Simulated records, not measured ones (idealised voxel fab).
process module | voxel transistor to metal
cross-section cut | 190 nm wide | cells 5 nm
A cross-section is a grid of square cells, given in bands from the top down. A band is one or more rows of cells.
Each band's line starts with the height of the band's top and of its bottom, in nm. Then come its materials from left to right, each with its width in nm. One material with "throughout" fills the band from edge to edge. "air" is empty space.
Height 0 is the level under which the wafer as received is all one material. The lowest band goes on downwards, as in "0 down".
A width such as "30 to 40" changes by the same amount from each row of cells to the next, from the band's top row to its bottom row.
"no change" after a step means that no cell of the cross-section changed.
closed voids: empty space of 8 cells or more with no open way to the top, each as width x height at its distance from the left edge, in nm
after a step's settings: what the simulator itself notes on the step
overlay nm, on a step with a mask: how far to the right of its planned place the mask lay; to the left if negative
plan
1 op RECEIVE | material Si
2 op OXIDIZE | depth nm 5
3 op CONFORMAL_DEP | material SiN | thk nm 15
4 op PATTERN | tone cover | mask id ACTIVE | material resist | width nm 115 | thk nm 20 | overlay nm 0
5 op DIRECTIONAL_ETCH | etch materials SiN | depth nm 15
6 op DIRECTIONAL_ETCH | etch materials SiO2 | depth nm 5
7 op DIRECTIONAL_ETCH | etch materials Si | depth nm 30
8 op STRIP | etch materials resist
9 op OXIDIZE | depth nm 5
10 op FILL_DEP | material SiO2 | thk nm 15
11 op CMP | height nm 15
12 op SELECTIVE_ETCH | etch materials SiO2 | depth nm 15
13 op STRIP | etch materials SiN
14 op SELECTIVE_ETCH | etch materials SiO2 | depth nm 5
15 op OXIDIZE | depth nm 5
16 op DIRECTIONAL_DEP | material polySi | thk nm 20
17 op DIRECTIONAL_DEP | material SiCN | thk nm 15
18 op DIRECTIONAL_DEP | material aC | thk nm 15
19 op PATTERN | tone cover | mask id GATE | material resist | width nm 35 | thk nm 35 | overlay nm 0
20 op DIRECTIONAL_ETCH | etch materials aC | depth nm 15
21 op STRIP | etch materials resist
22 op DIRECTIONAL_ETCH | etch materials SiCN | depth nm 25
23 op DIRECTIONAL_ETCH | etch materials polySi | depth nm 30
24 op STRIP | etch materials aC
25 op CONFORMAL_DEP | material SiN | thk nm 10
26 op DIRECTIONAL_ETCH | etch materials SiN | depth nm 10
27 op DIRECTIONAL_ETCH | etch materials SiO2 | depth nm 5
28 op DIRECTIONAL_ETCH | etch materials Si | depth nm 15
29 op EPI | material SiGe | thk nm 15
30 op FILL_DEP | material SiO2 | thk nm 5
31 op CMP | height nm 15
32 op STRIP | etch materials polySi
33 op SELECTIVE_ETCH | etch materials SiO2 | depth nm 5
34 op CONFORMAL_DEP | material HfO2 | thk nm 5
35 op CONFORMAL_DEP | material TiN | thk nm 5
36 op FILL_DEP | material W | thk nm 10
37 op CMP | height nm 10
38 op DIRECTIONAL_DEP | material SiO2 | thk nm 10
39 op DIRECTIONAL_DEP | material aC | thk nm 15
40 op PATTERN | tone open | mask id CONTACT | material resist | width nm 15 | pitch nm 80 | thk nm 30 | overlay nm 0
41 op DIRECTIONAL_ETCH | etch materials aC | depth nm 15
42 op STRIP | etch materials resist
43 op DIRECTIONAL_ETCH | etch materials SiO2 | depth nm 30
44 op STRIP | etch materials aC
45 op CONFORMAL_DEP | material TiN | thk nm 5
46 op FILL_DEP | material Ru | thk nm 5
47 op CMP | height nm 20
48 op CONFORMAL_DEP | material SiCN | thk nm 5
49 op DIRECTIONAL_DEP | material SiO2 | thk nm 25
50 op MASKED_ETCH | tone open | mask id METAL_1 | width nm 15 | pitch nm 80 | etch materials SiO2 | depth nm 25 | overlay nm 0
51 op MASKED_ETCH | tone open | mask id METAL_1 | width nm 15 | pitch nm 80 | etch materials SiCN | depth nm 5 | overlay nm 0
52 op CONFORMAL_DEP | material TiN | thk nm 5
53 op FILL_DEP | material Cu | thk nm 10
54 op CMP | height nm 50
55 op CONFORMAL_DEP | material SiCN | thk nm 5
as received, after step 1
  0 down: Si throughout
  closed voids: none
first wafer at the end, as planned
  55 to 50: SiCN throughout
  50 to 25: SiO2 45 | TiN 5 | Cu 5 | TiN 5 | SiO2 65 | TiN 5 | Cu 5 | TiN 5 | SiO2 50
  25 to 20: SiCN 45 | TiN 15 | SiCN 65 | TiN 15 | SiCN 50
  20 to 10: SiO2 45 | TiN 5 | Ru 5 | TiN 5 | SiO2 65 | TiN 5 | Ru 5 | TiN 5 | SiO2 50
  10 to 5: SiO2 45 | TiN 15 | SiO2 5 | SiN 10 | HfO2 5 | TiN 5 | W 15 | TiN 5 | HfO2 5 | SiN 10 | SiO2 5 | TiN 15 | SiO2 50
  5 to 0: SiO2 45 | TiN 5 | SiGe 15 | SiN 10 | HfO2 5 | TiN 5 | W 15 | TiN 5 | HfO2 5 | SiN 10 | SiGe 15 | TiN 5 | SiO2 50
  0 to -5: SiO2 45 | TiN 5 | SiGe 15 | SiN 10 | HfO2 5 | TiN 25 | HfO2 5 | SiN 10 | SiGe 15 | TiN 5 | SiO2 50
  -5 to -10: SiO2 45 | TiN 5 | SiGe 15 | SiO2 5 | HfO2 45 | SiO2 5 | SiGe 15 | TiN 5 | SiO2 50
  -10 to -25: SiO2 40 | SiGe 25 | Si 55 | SiGe 25 | SiO2 45
  -25 to -40: SiO2 40 | Si 105 | SiO2 45
  -40 down: Si throughout
  closed voids: none
second wafer at the end: like start, like plan, one mistake
  55 to 50: SiCN throughout
  50 to 25: SiO2 45 | TiN 5 | Cu 5 | TiN 5 | SiO2 65 | TiN 5 | Cu 5 | TiN 5 | SiO2 50
  25 to 20: SiCN 45 | TiN 15 | SiCN 65 | TiN 15 | SiCN 50
  20 to 10: SiO2 45 | TiN 5 | Ru 5 | TiN 5 | SiO2 65 | TiN 5 | Ru 5 | TiN 5 | SiO2 50
  10 to 5: SiO2 45 | TiN 15 | SiO2 5 | SiN 10 | HfO2 5 | TiN 5 | W 15 | TiN 5 | HfO2 5 | SiN 10 | SiO2 5 | TiN 15 | SiO2 50
  5 to 0: SiO2 45 | TiN 5 | SiGe 15 | SiN 10 | HfO2 5 | TiN 5 | W 15 | TiN 5 | HfO2 5 | SiN 10 | SiGe 15 | TiN 5 | SiO2 50
  0 to -5: SiO2 45 | TiN 5 | SiGe 15 | SiN 10 | HfO2 5 | TiN 25 | HfO2 5 | SiN 10 | SiGe 15 | TiN 5 | SiO2 50
  -5 to -10: SiO2 45 | TiN 5 | SiGe 15 | SiO2 5 | HfO2 45 | SiO2 5 | SiGe 15 | TiN 5 | SiO2 50
  -10 to -25: SiO2 45 | SiGe 20 | Si 55 | SiGe 20 | SiO2 50
  -25 to -40: SiO2 45 | Si 95 | SiO2 50
  -40 down: Si throughout
  closed voids: none
what went wrong: step 4 ran as: op PATTERN | tone cover | mask id ACTIVE | material resist | width nm 105 | thk nm 20 | overlay nm 0
at the end the second wafer has, in cells: 6 fewer of Si | 6 fewer of SiGe | 12 more of SiO2
